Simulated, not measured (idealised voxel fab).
Herein follows the process module entitled voxel transistor to metal.
The width of the displayed cross-section, cut, is 300 nm; its cells are square, with a size of 5 nm.
Cross-section = grid of square cells, listed top down in bands; band = one or more rows. What a band's entry tells you: where the top is and where the bottom is, as heights in nm, and after that what lies inside, material by material from left to right, each with its width in nm. Empty space is written as the word "air", and a single material marked with the word "throughout" occupies the band from edge to edge. Ref level 0: as-received wafer is one material below here. Bottom band extends down with no lower bound ("z 0 and below"). A width such as "30 to 40" changes by the same amount from each row of cells to the next, from the band's top row to its bottom row. Where a step carries "remained unchanged", the cross-section came out of it unchanged, cell for cell. Closed empty spaces (no open way to the top) of 8 cells or more are what "Catalogued sealed voids" lists, each as width x height at distance from the left edge, nm for all three. Whatever follows a step's settings on its line is a remark the simulator itself makes about that step. The line of a step may include "overlay nm". On a step with a mask, this value is how far to the right of its planned place the mask lay. A negative value means the mask lay to the left. Guide to the pairs. Each holds a before and an after cross-section around one process step; the after cross-section is cut off at the lowest band that changed. Look under the pair for the step between them and its settings. Pairs can come from different runs of this module on the same starting wafer, so a pair follows on from the one above it only where its entry headed "Before-step section" says it does.
## Before-step section
> z 15 to 10 = 50 of air, then 5 of SiN, then 40 of air, then 5 of SiN, then 80 of air, then 5 of SiN, then 40 of air, then 5 of SiN, then 70 of air
> z 10 to 5 = 50 of SiO2, then 5 of SiN, then 40 of air, then 5 of SiN, then 80 of SiO2, then 5 of SiN, then 40 of air, then 5 of SiN, then 70 of SiO2
> z 5 to -5 = 35 of SiO2, then 15 of SiGe, then 5 of SiN, then 40 of air, then 5 of SiN, then 15 of SiGe, then 50 of SiO2, then 15 of SiGe, then 5 of SiN, then 40 of air, then 5 of SiN, then 15 of SiGe, then 55 of SiO2
> z -5 to -10 = 35 of SiO2, then 15 of SiGe, then 5 of SiO2, then 40 of air, then 5 of SiO2, then 15 of SiGe, then 50 of SiO2, then 15 of SiGe, then 5 of SiO2, then 40 of air, then 5 of SiO2, then 15 of SiGe, then 55 of SiO2
> z -10 to -25 = 30 of SiO2, then 20 of SiGe, then 50 of Si, then 40 of SiGe, then 20 of SiO2, then 20 of SiGe, then 50 of Si, then 40 of SiGe, then 30 of SiO2
> z -25 and below = Si throughout
> Catalogued sealed voids: none
## Step Outcome
> z 20 to 15 = 45 of air, then 15 of HfO2, then 30 of air, then 15 of HfO2, then 70 of air, then 15 of HfO2, then 30 of air, then 15 of HfO2, then 65 of air
> z 15 to 10 = 50 of HfO2, then 5 of SiN, then 5 of HfO2, then 30 of air, then 5 of HfO2, then 5 of SiN, then 80 of HfO2, then 5 of SiN, then 5 of HfO2, then 30 of air, then 5 of HfO2, then 5 of SiN, then 70 of HfO2
> z 10 to 5 = 50 of SiO2, then 5 of SiN, then 5 of HfO2, then 30 of air, then 5 of HfO2, then 5 of SiN, then 80 of SiO2, then 5 of SiN, then 5 of HfO2, then 30 of air, then 5 of HfO2, then 5 of SiN, then 70 of SiO2
> z 5 to -5 = 35 of SiO2, then 15 of SiGe, then 5 of SiN, then 5 of HfO2, then 30 of air, then 5 of HfO2, then 5 of SiN, then 15 of SiGe, then 50 of SiO2, then 15 of SiGe, then 5 of SiN, then 5 of HfO2, then 30 of air, then 5 of HfO2, then 5 of SiN, then 15 of SiGe, then 55 of SiO2
> z -5 to -10 = 35 of SiO2, then 15 of SiGe, then 5 of SiO2, then 40 of HfO2, then 5 of SiO2, then 15 of SiGe, then 50 of SiO2, then 15 of SiGe, then 5 of SiO2, then 40 of HfO2, then 5 of SiO2, then 15 of SiGe, then 55 of SiO2
> Below -10, the layers are the same as they were.
> Catalogued sealed voids: none
Transition step, before and after shown above: op CONFORMAL_DEP | material HfO2 | thk nm 5
Before-step section: this step begins from the cross-section that the pair just above shows after its step.
## Step Outcome
> z 25 to 20 = 40 of air, then 25 of TiN, then 20 of air, then 25 of TiN, then 60 of air, then 25 of TiN, then 20 of air, then 25 of TiN, then 60 of air
> z 20 to 15 = 45 of TiN, then 15 of HfO2, then 5 of TiN, then 20 of air, then 5 of TiN, then 15 of HfO2, then 70 of TiN, then 15 of HfO2, then 5 of TiN, then 20 of air, then 5 of TiN, then 15 of HfO2, then 65 of TiN
> z 15 to 10 = 50 of HfO2, then 5 of SiN, then 5 of HfO2, then 5 of TiN, then 20 of air, then 5 of TiN, then 5 of HfO2, then 5 of SiN, then 80 of HfO2, then 5 of SiN, then 5 of HfO2, then 5 of TiN, then 20 of air, then 5 of TiN, then 5 of HfO2, then 5 of SiN, then 70 of HfO2
> z 10 to 5 = 50 of SiO2, then 5 of SiN, then 5 of HfO2, then 5 of TiN, then 20 of air, then 5 of TiN, then 5 of HfO2, then 5 of SiN, then 80 of SiO2, then 5 of SiN, then 5 of HfO2, then 5 of TiN, then 20 of air, then 5 of TiN, then 5 of HfO2, then 5 of SiN, then 70 of SiO2
> z 5 to 0 = 35 of SiO2, then 15 of SiGe, then 5 of SiN, then 5 of HfO2, then 5 of TiN, then 20 of air, then 5 of TiN, then 5 of HfO2, then 5 of SiN, then 15 of SiGe, then 50 of SiO2, then 15 of SiGe, then 5 of SiN, then 5 of HfO2, then 5 of TiN, then 20 of air, then 5 of TiN, then 5 of HfO2, then 5 of SiN, then 15 of SiGe, then 55 of SiO2
> z 0 to -5 = 35 of SiO2, then 15 of SiGe, then 5 of SiN, then 5 of HfO2, then 30 of TiN, then 5 of HfO2, then 5 of SiN, then 15 of SiGe, then 50 of SiO2, then 15 of SiGe, then 5 of SiN, then 5 of HfO2, then 30 of TiN, then 5 of HfO2, then 5 of SiN, then 15 of SiGe, then 55 of SiO2
> Below -5, the layers are the same as they were.
> Catalogued sealed voids: none
Transition step, before and after shown above: op CONFORMAL_DEP | material TiN | thk nm 5
Before-step section: this step begins from the cross-section that the pair just above shows after its step.
## Step Outcome
> z 35 to 25 = W throughout
> z 25 to 20 = 40 of W, then 25 of TiN, then 20 of W, then 25 of TiN, then 60 of W, then 25 of TiN, then 20 of W, then 25 of TiN, then 60 of W
> z 20 to 15 = 45 of TiN, then 15 of HfO2, then 5 of TiN, then 20 of W, then 5 of TiN, then 15 of HfO2, then 70 of TiN, then 15 of HfO2, then 5 of TiN, then 20 of W, then 5 of TiN, then 15 of HfO2, then 65 of TiN
> z 15 to 10 = 50 of HfO2, then 5 of SiN, then 5 of HfO2, then 5 of TiN, then 20 of W, then 5 of TiN, then 5 of HfO2, then 5 of SiN, then 80 of HfO2, then 5 of SiN, then 5 of HfO2, then 5 of TiN, then 20 of W, then 5 of TiN, then 5 of HfO2, then 5 of SiN, then 70 of HfO2
> z 10 to 5 = 50 of SiO2, then 5 of SiN, then 5 of HfO2, then 5 of TiN, then 20 of W, then 5 of TiN, then 5 of HfO2, then 5 of SiN, then 80 of SiO2, then 5 of SiN, then 5 of HfO2, then 5 of TiN, then 20 of W, then 5 of TiN, then 5 of HfO2, then 5 of SiN, then 70 of SiO2
> z 5 to 0 = 35 of SiO2, then 15 of SiGe, then 5 of SiN, then 5 of HfO2, then 5 of TiN, then 20 of W, then 5 of TiN, then 5 of HfO2, then 5 of SiN, then 15 of SiGe, then 50 of SiO2, then 15 of SiGe, then 5 of SiN, then 5 of HfO2, then 5 of TiN, then 20 of W, then 5 of TiN, then 5 of HfO2, then 5 of SiN, then 15 of SiGe, then 55 of SiO2
> Below 0, the layers are the same as they were.
> Catalogued sealed voids: none
Transition step, before and after shown above: op FILL_DEP | material W | thk nm 10
Before-step section: this step begins from the cross-section that the pair just above shows after its step.
## Step Outcome
> z 10 to 5 = 50 of SiO2, then 5 of SiN, then 5 of HfO2, then 5 of TiN, then 20 of W, then 5 of TiN, then 5 of HfO2, then 5 of SiN, then 80 of SiO2, then 5 of SiN, then 5 of HfO2, then 5 of TiN, then 20 of W, then 5 of TiN, then 5 of HfO2, then 5 of SiN, then 70 of SiO2
> Below 5, the layers are the same as they were.
> Catalogued sealed voids: none
Transition step, before and after shown above: op CMP | height nm 10
Before-step section: this step begins from the cross-section that the pair just above shows after its step.
## Step Outcome
> z 20 to 10 = SiO2 throughout
> Below 10, the layers are the same as they were.
> Catalogued sealed voids: none
Transition step, before and after shown above: op DIRECTIONAL_DEP | material SiO2 | thk nm 10
Before-step section: this step begins from the cross-section that the pair just above shows after its step.
## Step Outcome
> z 20 to 10 = 40 of SiO2, then 15 of air, then 60 of SiO2, then 15 of air, then 40 of SiO2, then 15 of air, then 60 of SiO2, then 15 of air, then 40 of SiO2
> z 10 to 5 = 40 of SiO2, then 10 of air, then 5 of SiN, then 5 of HfO2, then 5 of TiN, then 20 of W, then 5 of TiN, then 5 of HfO2, then 5 of SiN, then 15 of SiO2, then 15 of air, then 40 of SiO2, then 10 of air, then 5 of SiN, then 5 of HfO2, then 5 of TiN, then 20 of W, then 5 of TiN, then 5 of HfO2, then 5 of SiN, then 15 of SiO2, then 15 of air, then 40 of SiO2
> z 5 to 0 = 35 of SiO2, then 15 of SiGe, then 5 of SiN, then 5 of HfO2, then 5 of TiN, then 20 of W, then 5 of TiN, then 5 of HfO2, then 5 of SiN, then 15 of SiGe, then 15 of air, then 35 of SiO2, then 15 of SiGe, then 5 of SiN, then 5 of HfO2, then 5 of TiN, then 20 of W, then 5 of TiN, then 5 of HfO2, then 5 of SiN, then 15 of SiGe, then 15 of air, then 40 of SiO2
> z 0 to -5 = 35 of SiO2, then 15 of SiGe, then 5 of SiN, then 5 of HfO2, then 30 of TiN, then 5 of HfO2, then 5 of SiN, then 15 of SiGe, then 15 of air, then 35 of SiO2, then 15 of SiGe, then 5 of SiN, then 5 of HfO2, then 30 of TiN, then 5 of HfO2, then 5 of SiN, then 15 of SiGe, then 15 of air, then 40 of SiO2
> z -5 to -10 = 35 of SiO2, then 15 of SiGe, then 5 of SiO2, then 40 of HfO2, then 5 of SiO2, then 15 of SiGe, then 15 of air, then 35 of SiO2, then 15 of SiGe, then 5 of SiO2, then 40 of HfO2, then 5 of SiO2, then 15 of SiGe, then 15 of air, then 40 of SiO2
> Below -10, the layers are the same as they were.
> Catalogued sealed voids: none
Transition step, before and after shown above: op MASKED_ETCH | tone open | mask id CONTACT | width nm 15 | etch materials SiO2 | depth nm 30 | overlay nm 0
Before-step section: this step begins from the cross-section that the pair just above shows after its step.
## Step Outcome
> z 25 to 20 = 45 of TiN, then 5 of air, then 70 of TiN, then 5 of air, then 50 of TiN, then 5 of air, then 70 of TiN, then 5 of air, then 45 of TiN
> z 20 to 15 = 40 of SiO2, then 5 of TiN, then 5 of air, then 5 of TiN, then 60 of SiO2, then 5 of TiN, then 5 of air, then 5 of TiN, then 40 of SiO2, then 5 of TiN, then 5 of air, then 5 of TiN, then 60 of SiO2, then 5 of TiN, then 5 of air, then 5 of TiN, then 40 of SiO2
> z 15 to 10 = 40 of SiO2, then 15 of TiN, then 60 of SiO2, then 5 of TiN, then 5 of air, then 5 of TiN, then 40 of SiO2, then 15 of TiN, then 60 of SiO2, then 5 of TiN, then 5 of air, then 5 of TiN, then 40 of SiO2
> z 10 to 5 = 40 of SiO2, then 10 of TiN, then 5 of SiN, then 5 of HfO2, then 5 of TiN, then 20 of W, then 5 of TiN, then 5 of HfO2, then 5 of SiN, then 15 of SiO2, then 5 of TiN, then 5 of air, then 5 of TiN, then 40 of SiO2, then 10 of TiN, then 5 of SiN, then 5 of HfO2, then 5 of TiN, then 20 of W, then 5 of TiN, then 5 of HfO2, then 5 of SiN, then 15 of SiO2, then 5 of TiN, then 5 of air, then 5 of TiN, then 40 of SiO2
> z 5 to 0 = 35 of SiO2, then 15 of SiGe, then 5 of SiN, then 5 of HfO2, then 5 of TiN, then 20 of W, then 5 of TiN, then 5 of HfO2, then 5 of SiN, then 15 of SiGe, then 5 of TiN, then 5 of air, then 5 of TiN, then 35 of SiO2, then 15 of SiGe, then 5 of SiN, then 5 of HfO2, then 5 of TiN, then 20 of W, then 5 of TiN, then 5 of HfO2, then 5 of SiN, then 15 of SiGe, then 5 of TiN, then 5 of air, then 5 of TiN, then 40 of SiO2
> z 0 to -5 = 35 of SiO2, then 15 of SiGe, then 5 of SiN, then 5 of HfO2, then 30 of TiN, then 5 of HfO2, then 5 of SiN, then 15 of SiGe, then 5 of TiN, then 5 of air, then 5 of TiN, then 35 of SiO2, then 15 of SiGe, then 5 of SiN, then 5 of HfO2, then 30 of TiN, then 5 of HfO2, then 5 of SiN, then 15 of SiGe, then 5 of TiN, then 5 of air, then 5 of TiN, then 40 of SiO2
> z -5 to -10 = 35 of SiO2, then 15 of SiGe, then 5 of SiO2, then 40 of HfO2, then 5 of SiO2, then 15 of SiGe, then 15 of TiN, then 35 of SiO2, then 15 of SiGe, then 5 of SiO2, then 40 of HfO2, then 5 of SiO2, then 15 of SiGe, then 15 of TiN, then 40 of SiO2
> Below -10, the layers are the same as they were.
> Catalogued sealed voids: none
Transition step, before and after shown above: op CONFORMAL_DEP | material TiN | thk nm 5
Before-step section: this step begins from the cross-section that the pair just above shows after its step.
## Step Outcome
> z 30 to 25 = W throughout
> z 25 to 20 = 45 of TiN, then 5 of W, then 70 of TiN, then 5 of W, then 50 of TiN, then 5 of W, then 70 of TiN, then 5 of W, then 45 of TiN
> z 20 to 15 = 40 of SiO2, then 5 of TiN, then 5 of W, then 5 of TiN, then 60 of SiO2, then 5 of TiN, then 5 of W, then 5 of TiN, then 40 of SiO2, then 5 of TiN, then 5 of W, then 5 of TiN, then 60 of SiO2, then 5 of TiN, then 5 of W, then 5 of TiN, then 40 of SiO2
> z 15 to 10 = 40 of SiO2, then 15 of TiN, then 60 of SiO2, then 5 of TiN, then 5 of W, then 5 of TiN, then 40 of SiO2, then 15 of TiN, then 60 of SiO2, then 5 of TiN, then 5 of W, then 5 of TiN, then 40 of SiO2
> z 10 to 5 = 40 of SiO2, then 10 of TiN, then 5 of SiN, then 5 of HfO2, then 5 of TiN, then 20 of W, then 5 of TiN, then 5 of HfO2, then 5 of SiN, then 15 of SiO2, then 5 of TiN, then 5 of W, then 5 of TiN, then 40 of SiO2, then 10 of TiN, then 5 of SiN, then 5 of HfO2, then 5 of TiN, then 20 of W, then 5 of TiN, then 5 of HfO2, then 5 of SiN, then 15 of SiO2, then 5 of TiN, then 5 of W, then 5 of TiN, then 40 of SiO2
> z 5 to 0 = 35 of SiO2, then 15 of SiGe, then 5 of SiN, then 5 of HfO2, then 5 of TiN, then 20 of W, then 5 of TiN, then 5 of HfO2, then 5 of SiN, then 15 of SiGe, then 5 of TiN, then 5 of W, then 5 of TiN, then 35 of SiO2, then 15 of SiGe, then 5 of SiN, then 5 of HfO2, then 5 of TiN, then 20 of W, then 5 of TiN, then 5 of HfO2, then 5 of SiN, then 15 of SiGe, then 5 of TiN, then 5 of W, then 5 of TiN, then 40 of SiO2
> z 0 to -5 = 35 of SiO2, then 15 of SiGe, then 5 of SiN, then 5 of HfO2, then 30 of TiN, then 5 of HfO2, then 5 of SiN, then 15 of SiGe, then 5 of TiN, then 5 of W, then 5 of TiN, then 35 of SiO2, then 15 of SiGe, then 5 of SiN, then 5 of HfO2, then 30 of TiN, then 5 of HfO2, then 5 of SiN, then 15 of SiGe, then 5 of TiN, then 5 of W, then 5 of TiN, then 40 of SiO2
> Below -5, the layers are the same as they were.
> Catalogued sealed voids: none
Transition step, before and after shown above: op FILL_DEP | material W | thk nm 5
Before-step section: this step begins from the cross-section that the pair just above shows after its step.
## Step Outcome
> z 20 to 15 = 40 of SiO2, then 5 of TiN, then 5 of W, then 5 of TiN, then 60 of SiO2, then 5 of TiN, then 5 of W, then 5 of TiN, then 40 of SiO2, then 5 of TiN, then 5 of W, then 5 of TiN, then 60 of SiO2, then 5 of TiN, then 5 of W, then 5 of TiN, then 40 of SiO2
> Below 15, the layers are the same as they were.
> Catalogued sealed voids: none
Transition step, before and after shown above: op CMP | height nm 20
Before-step section: this step begins from the cross-section that the pair just above shows after its step.
## Step Outcome
> z 25 to 20 = SiCN throughout
> Below 20, the layers are the same as they were.
> Catalogued sealed voids: none
Transition step, before and after shown above: op CONFORMAL_DEP | material SiCN | thk nm 5
Before-step section: this step begins from the cross-section that the pair just above shows after its step.
## Step Outcome
> z 40 to 25 = SiO2 throughout
> Below 25, the layers are the same as they were.
> Catalogued sealed voids: none
Transition step, before and after shown above: op DIRECTIONAL_DEP | material SiO2 | thk nm 15
Before-step section: this step begins from the cross-section that the pair just above shows after its step.
## Step Outcome
> z 55 to 40 = aC throughout
> Below 40, the layers are the same as they were.
> Catalogued sealed voids: none
Transition step, before and after shown above: op DIRECTIONAL_DEP | material aC | thk nm 15
Before-step section: this step begins from the cross-section that the pair just above shows after its step.
## Step Outcome
> z 90 to 55 = 40 of resist, then 15 of air, then 60 of resist, then 15 of air, then 40 of resist, then 15 of air, then 60 of resist, then 15 of air, then 40 of resist
> Below 55, the layers are the same as they were.
> Catalogued sealed voids: none
Transition step, before and after shown above: op PATTERN | tone open | mask id METAL_1 | material resist | width nm 15 | thk nm 35 | overlay nm 0
Before-step section: this step begins from the cross-section that the pair just above shows after its step.
## Step Outcome
> z 75 to 55 = 40 of resist, then 15 of air, then 60 of resist, then 15 of air, then 40 of resist, then 15 of air, then 60 of resist, then 15 of air, then 40 of resist
> z 55 to 40 = 40 of aC, then 15 of air, then 60 of aC, then 15 of air, then 40 of aC, then 15 of air, then 60 of aC, then 15 of air, then 40 of aC
> Below 40, the layers are the same as they were.
> Catalogued sealed voids: none
Transition step, before and after shown above: op DIRECTIONAL_ETCH | etch materials aC | depth nm 15
Before-step section: this step begins from the cross-section that the pair just above shows after its step.
## Step Outcome
> z 55 to 40 = 40 of aC, then 15 of air, then 60 of aC, then 15 of air, then 40 of aC, then 15 of air, then 60 of aC, then 15 of air, then 40 of aC
> Below 40, the layers are the same as they were.
> Catalogued sealed voids: none
Transition step, before and after shown above: op STRIP | etch materials resist
Before-step section: this step begins from the cross-section that the pair just above shows after its step.
## Step Outcome
> z 55 to 40 = 40 of aC, then 15 of air, then 60 of aC, then 15 of air, then 40 of aC, then 15 of air, then 60 of aC, then 15 of air, then 40 of aC
> z 40 to 25 = 40 of SiO2, then 15 of air, then 60 of SiO2, then 15 of air, then 40 of SiO2, then 15 of air, then 60 of SiO2, then 15 of air, then 40 of SiO2
> Below 25, the layers are the same as they were.
> Catalogued sealed voids: none
Transition step, before and after shown above: op DIRECTIONAL_ETCH | etch materials SiO2 | depth nm 15
Before-step section: this step begins from the cross-section that the pair just above shows after its step.
## Step Outcome
> z 55 to 40 = 40 of aC, then 15 of air, then 60 of aC, then 15 of air, then 40 of aC, then 15 of air, then 60 of aC, then 15 of air, then 40 of aC
> z 40 to 25 = 40 of SiO2, then 15 of air, then 60 of SiO2, then 15 of air, then 40 of SiO2, then 15 of air, then 60 of SiO2, then 15 of air, then 40 of SiO2
> z 25 to 20 = 40 of SiCN, then 15 of air, then 60 of SiCN, then 15 of air, then 40 of SiCN, then 15 of air, then 60 of SiCN, then 15 of air, then 40 of SiCN
> Below 20, the layers are the same as they were.
> Catalogued sealed voids: none
Transition step, before and after shown above: op DIRECTIONAL_ETCH | etch materials SiCN | depth nm 5
Before-step section: this step begins from the cross-section that the pair just above shows after its step.
## Step Outcome
> z 40 to 25 = 40 of SiO2, then 15 of air, then 60 of SiO2, then 15 of air, then 40 of SiO2, then 15 of air, then 60 of SiO2, then 15 of air, then 40 of SiO2
> Below 25, the layers are the same as they were.
> Catalogued sealed voids: none
Transition step, before and after shown above: op STRIP | etch materials aC
Before-step section: this step begins from the cross-section that the pair just above shows after its step.
## Step Outcome
> z 45 to 40 = 45 of TiN, then 5 of air, then 70 of TiN, then 5 of air, then 50 of TiN, then 5 of air, then 70 of TiN, then 5 of air, then 45 of TiN
> z 40 to 25 = 40 of SiO2, then 5 of TiN, then 5 of air, then 5 of TiN, then 60 of SiO2, then 5 of TiN, then 5 of air, then 5 of TiN, then 40 of SiO2, then 5 of TiN, then 5 of air, then 5 of TiN, then 60 of SiO2, then 5 of TiN, then 5 of air, then 5 of TiN, then 40 of SiO2
> z 25 to 20 = 40 of SiCN, then 15 of TiN, then 60 of SiCN, then 15 of TiN, then 40 of SiCN, then 15 of TiN, then 60 of SiCN, then 15 of TiN, then 40 of SiCN
> Below 20, the layers are the same as they were.
> Catalogued sealed voids: none
Transition step, before and after shown above: op CONFORMAL_DEP | material TiN | thk nm 5
Before-step section: this step begins from the cross-section that the pair just above shows after its step.
## Step Outcome
> z 55 to 45 = W throughout
> z 45 to 40 = 45 of TiN, then 5 of W, then 70 of TiN, then 5 of W, then 50 of TiN, then 5 of W, then 70 of TiN, then 5 of W, then 45 of TiN
> z 40 to 25 = 40 of SiO2, then 5 of TiN, then 5 of W, then 5 of TiN, then 60 of SiO2, then 5 of TiN, then 5 of W, then 5 of TiN, then 40 of SiO2, then 5 of TiN, then 5 of W, then 5 of TiN, then 60 of SiO2, then 5 of TiN, then 5 of W, then 5 of TiN, then 40 of SiO2
> Below 25, the layers are the same as they were.
> Catalogued sealed voids: none
Transition step, before and after shown above: op FILL_DEP | material W | thk nm 10
Before-step section: this step begins from the cross-section that the pair just above shows after its step.
## Step Outcome
> z 40 to 25 = 40 of SiO2, then 5 of TiN, then 5 of W, then 5 of TiN, then 60 of SiO2, then 5 of TiN, then 5 of W, then 5 of TiN, then 40 of SiO2, then 5 of TiN, then 5 of W, then 5 of TiN, then 60 of SiO2, then 5 of TiN, then 5 of W, then 5 of TiN, then 40 of SiO2
> Below 25, the layers are the same as they were.
> Catalogued sealed voids: none
Transition step, before and after shown above: op CMP | height nm 40
Before-step section: this step begins from the cross-section that the pair just above shows after its step.
## Step Outcome
> z 45 to 40 = SiN throughout
> Below 40, the layers are the same as they were.
> Catalogued sealed voids: none
Transition step, before and after shown above: op CONFORMAL_DEP | material SiN | thk nm 5
## Before-step section
> z 40 to 25 = 40 of SiO2, then 5 of TiN, then 5 of W, then 5 of TiN, then 60 of SiO2, then 5 of TiN, then 5 of W, then 5 of TiN, then 40 of SiO2, then 5 of TiN, then 5 of W, then 5 of TiN, then 60 of SiO2, then 5 of TiN, then 5 of W, then 5 of TiN, then 40 of SiO2
> z 25 to 20 = 40 of SiCN, then 15 of TiN, then 60 of SiCN, then 15 of TiN, then 40 of SiCN, then 15 of TiN, then 60 of SiCN, then 15 of TiN, then 40 of SiCN
> z 20 to 10 = 40 of SiO2, then 5 of TiN, then 5 of W, then 5 of TiN, then 60 of SiO2, then 5 of TiN, then 5 of W, then 5 of TiN, then 40 of SiO2, then 5 of TiN, then 5 of W, then 5 of TiN, then 60 of SiO2, then 5 of TiN, then 5 of W, then 5 of TiN, then 40 of SiO2
> z 10 to 5 = 40 of SiO2, then 15 of TiN, then 5 of SiO2, then 5 of SiN, then 5 of HfO2, then 5 of TiN, then 20 of W, then 5 of TiN, then 5 of HfO2, then 5 of SiN, then 5 of SiO2, then 15 of TiN, then 40 of SiO2, then 15 of TiN, then 5 of SiO2, then 5 of SiN, then 5 of HfO2, then 5 of TiN, then 20 of W, then 5 of TiN, then 5 of HfO2, then 5 of SiN, then 5 of SiO2, then 15 of TiN, then 40 of SiO2
> z 5 to 0 = 40 of SiO2, then 5 of TiN, then 15 of SiGe, then 5 of SiN, then 5 of HfO2, then 5 of TiN, then 20 of W, then 5 of TiN, then 5 of HfO2, then 5 of SiN, then 15 of SiGe, then 5 of TiN, then 40 of SiO2, then 5 of TiN, then 15 of SiGe, then 5 of SiN, then 5 of HfO2, then 5 of TiN, then 20 of W, then 5 of TiN, then 5 of HfO2, then 5 of SiN, then 15 of SiGe, then 5 of TiN, then 40 of SiO2
> z 0 to -5 = 40 of SiO2, then 5 of TiN, then 15 of SiGe, then 5 of SiN, then 5 of HfO2, then 30 of TiN, then 5 of HfO2, then 5 of SiN, then 15 of SiGe, then 5 of TiN, then 40 of SiO2, then 5 of TiN, then 15 of SiGe, then 5 of SiN, then 5 of HfO2, then 30 of TiN, then 5 of HfO2, then 5 of SiN, then 15 of SiGe, then 5 of TiN, then 40 of SiO2
> z -5 to -10 = 40 of SiO2, then 5 of TiN, then 15 of SiGe, then 5 of SiO2, then 40 of HfO2, then 5 of SiO2, then 15 of SiGe, then 5 of TiN, then 40 of SiO2, then 5 of TiN, then 15 of SiGe, then 5 of SiO2, then 40 of HfO2, then 5 of SiO2, then 15 of SiGe, then 5 of TiN, then 40 of SiO2
> z -10 to -25 = 30 of SiO2, then 30 of SiGe, then 50 of Si, then 30 of SiGe, then 20 of SiO2, then 30 of SiGe, then 50 of Si, then 30 of SiGe, then 30 of SiO2
> z -25 and below = Si throughout
> Catalogued sealed voids: none
## Step Outcome
> z 45 to 40 = W throughout
> Below 40, the layers are the same as they were.
> Catalogued sealed voids: none
Transition step, before and after shown above: op CONFORMAL_DEP | material W | thk nm 5
## Before-step section
> z 40 to 25 = aC throughout
> z 25 to 15 = SiCN throughout
> z 15 to -5 = polySi throughout
> z -5 to -10 = SiO2 throughout
> z -10 to -25 = 30 of SiO2, then 110 of Si, then 20 of SiO2, then 110 of Si, then 30 of SiO2
> z -25 and below = Si throughout
> Catalogued sealed voids: none
## Step Outcome
> z 70 to 40 = 70 of resist, then 30 of air, then 100 of resist, then 30 of air, then 70 of resist
> Below 40, the layers are the same as they were.
> Catalogued sealed voids: none
Transition step, before and after shown above: op PATTERN | tone open | mask id GATE | material resist | width nm 30 | pitch nm 130 | thk nm 30 | overlay nm 0
Before-step section: this step begins from the cross-section that the pair just above shows after its step.
## Step Outcome
> z 55 to 40 = 70 of resist, then 30 of air, then 100 of resist, then 30 of air, then 70 of resist
> z 40 to 25 = 70 of aC, then 30 of air, then 100 of aC, then 30 of air, then 70 of aC
> Below 25, the layers are the same as they were.
> Catalogued sealed voids: none
Transition step, before and after shown above: op DIRECTIONAL_ETCH | etch materials aC | depth nm 15
Before-step section: this step begins from the cross-section that the pair just above shows after its step.
## Step Outcome
> z 40 to 25 = 70 of aC, then 30 of air, then 100 of aC, then 30 of air, then 70 of aC
> Below 25, the layers are the same as they were.
> Catalogued sealed voids: none
Transition step, before and after shown above: op STRIP | etch materials resist
Before-step section: this step begins from the cross-section that the pair just above shows after its step.
## Step Outcome
> z 40 to 25 = 70 of aC, then 30 of air, then 100 of aC, then 30 of air, then 70 of aC
> z 25 to 15 = 70 of SiCN, then 30 of air, then 100 of SiCN, then 30 of air, then 70 of SiCN
> Below 15, the layers are the same as they were.
> Catalogued sealed voids: none
Transition step, before and after shown above: op DIRECTIONAL_ETCH | etch materials SiCN | depth nm 20
Before-step section: this step begins from the cross-section that the pair just above shows after its step.
## Step Outcome
> z 40 to 25 = 70 of aC, then 30 of air, then 100 of aC, then 30 of air, then 70 of aC
> z 25 to 15 = 70 of SiCN, then 30 of air, then 100 of SiCN, then 30 of air, then 70 of SiCN
> z 15 to -5 = 70 of polySi, then 30 of air, then 100 of polySi, then 30 of air, then 70 of polySi
> Below -5, the layers are the same as they were.
> Catalogued sealed voids: none
Transition step, before and after shown above: op DIRECTIONAL_ETCH | etch materials polySi | depth nm 30
Before-step section: this step begins from the cross-section that the pair just above shows after its step.
## Step Outcome
> z 25 to 15 = 70 of SiCN, then 30 of air, then 100 of SiCN, then 30 of air, then 70 of SiCN
> Below 15, the layers are the same as they were.
> Catalogued sealed voids: none
Transition step, before and after shown above: op STRIP | etch materials aC
Before-step section: this step begins from the cross-section that the pair just above shows after its step.
## Step Outcome
> z 30 to 25 = 75 of SiO2, then 20 of air, then 110 of SiO2, then 20 of air, then 75 of SiO2
> z 25 to 15 = 70 of SiCN, then 5 of SiO2, then 20 of air, then 5 of SiO2, then 100 of SiCN, then 5 of SiO2, then 20 of air, then 5 of SiO2, then 70 of SiCN
> z 15 to 0 = 70 of polySi, then 5 of SiO2, then 20 of air, then 5 of SiO2, then 100 of polySi, then 5 of SiO2, then 20 of air, then 5 of SiO2, then 70 of polySi
> z 0 to -5 = 70 of polySi, then 30 of SiO2, then 100 of polySi, then 30 of SiO2, then 70 of polySi
> Below -5, the layers are the same as they were.
> Catalogued sealed voids: none
Transition step, before and after shown above: op CONFORMAL_DEP | material SiO2 | thk nm 5
Before-step section: this step begins from the cross-section that the pair just above shows after its step.
## Step Outcome
> z 25 to 15 = 70 of SiCN, then 5 of SiO2, then 20 of air, then 5 of SiO2, then 100 of SiCN, then 5 of SiO2, then 20 of air, then 5 of SiO2, then 70 of SiCN
> z 15 to -5 = 70 of polySi, then 5 of SiO2, then 20 of air, then 5 of SiO2, then 100 of polySi, then 5 of SiO2, then 20 of air, then 5 of SiO2, then 70 of polySi
> Below -5, the layers are the same as they were.
> Catalogued sealed voids: none
Transition step, before and after shown above: op DIRECTIONAL_ETCH | etch materials SiO2 | depth nm 5
Before-step section: this step begins from the cross-section that the pair just above shows after its step.
## Step Outcome
> z 30 to 25 = 80 of SiN, then 10 of air, then 120 of SiN, then 10 of air, then 80 of SiN
> z 25 to 15 = 70 of SiCN, then 5 of SiO2, then 5 of SiN, then 10 of air, then 5 of SiN, then 5 of SiO2, then 100 of SiCN, then 5 of SiO2, then 5 of SiN, then 10 of air, then 5 of SiN, then 5 of SiO2, then 70 of SiCN
> z 15 to 0 = 70 of polySi, then 5 of SiO2, then 5 of SiN, then 10 of air, then 5 of SiN, then 5 of SiO2, then 100 of polySi, then 5 of SiO2, then 5 of SiN, then 10 of air, then 5 of SiN, then 5 of SiO2, then 70 of polySi
> z 0 to -5 = 70 of polySi, then 5 of SiO2, then 20 of SiN, then 5 of SiO2, then 100 of polySi, then 5 of SiO2, then 20 of SiN, then 5 of SiO2, then 70 of polySi
> Below -5, the layers are the same as they were.
> Catalogued sealed voids: none
Transition step, before and after shown above: op CONFORMAL_DEP | material SiN | thk nm 5
Before-step section: this step begins from the cross-section that the pair just above shows after its step.
## Step Outcome
> z 25 to 15 = 70 of SiCN, then 5 of SiO2, then 5 of SiN, then 10 of air, then 5 of SiN, then 5 of SiO2, then 100 of SiCN, then 5 of SiO2, then 5 of SiN, then 10 of air, then 5 of SiN, then 5 of SiO2, then 70 of SiCN
> z 15 to -5 = 70 of polySi, then 5 of SiO2, then 5 of SiN, then 10 of air, then 5 of SiN, then 5 of SiO2, then 100 of polySi, then 5 of SiO2, then 5 of SiN, then 10 of air, then 5 of SiN, then 5 of SiO2, then 70 of polySi
> Below -5, the layers are the same as they were.
> Catalogued sealed voids: none
Transition step, before and after shown above: op DIRECTIONAL_ETCH | etch materials SiN | depth nm 5
